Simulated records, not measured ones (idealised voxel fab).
process module | voxel local oxidation
cross-section cut | 210 nm wide | cells 5 nm
A cross-section is a grid of square cells, given in bands from the top down. A band is one or more rows of cells.
Each band's line starts with the height of the band's top and of its bottom, in nm. Then come its materials from left to right, each with its width in nm. One material with "throughout" fills the band from edge to edge. "air" is empty space.
Height 0 is the level under which the wafer as received is all one material. The lowest band goes on downwards, as in "0 down".
A width such as "30 to 40" changes by the same amount from each row of cells to the next, from the band's top row to its bottom row.
"no change" after a step means that no cell of the cross-section changed.
closed voids: empty space of 8 cells or more with no open way to the top, each as width x height at its distance from the left edge, in nm
after a step's settings: what the simulator itself notes on the step
overlay nm, on a step with a mask: how far to the right of its planned place the mask lay; to the left if negative
plan
1 op RECEIVE | material Si
2 op OXIDIZE | depth nm 5
3 op CONFORMAL_DEP | material SiN | thk nm 10
4 op MASKED_ETCH | tone cover | mask id ACTIVE | width nm 130 | etch materials SiN | depth nm 10 | overlay nm -15
5 op SELECTIVE_ETCH | etch materials SiO2 | depth nm 5
6 op OXIDIZE | depth nm 10
7 op STRIP | etch materials SiN
varied across the wafers: overlay nm of step 4. The plan shows the first wafer's value. All wafers start alike
first wafer as received, after step 1
  0 down: Si throughout
  closed voids: none
each wafer at the end: cells of each material gained (+) or lost (-) since it was received, then its closed voids
overlay nm -15 | -86 Si | +68 SiO2 | closed voids: none
overlay nm -10 | -86 Si | +68 SiO2 | closed voids: none
overlay nm -5 | -86 Si | +68 SiO2 | closed voids: none
overlay nm 0 | -86 Si | +68 SiO2 | closed voids: none
overlay nm 5 | -86 Si | +68 SiO2 | closed voids: none
overlay nm 10 | -86 Si | +68 SiO2 | closed voids: none
overlay nm 15 | -86 Si | +68 SiO2 | closed voids: none
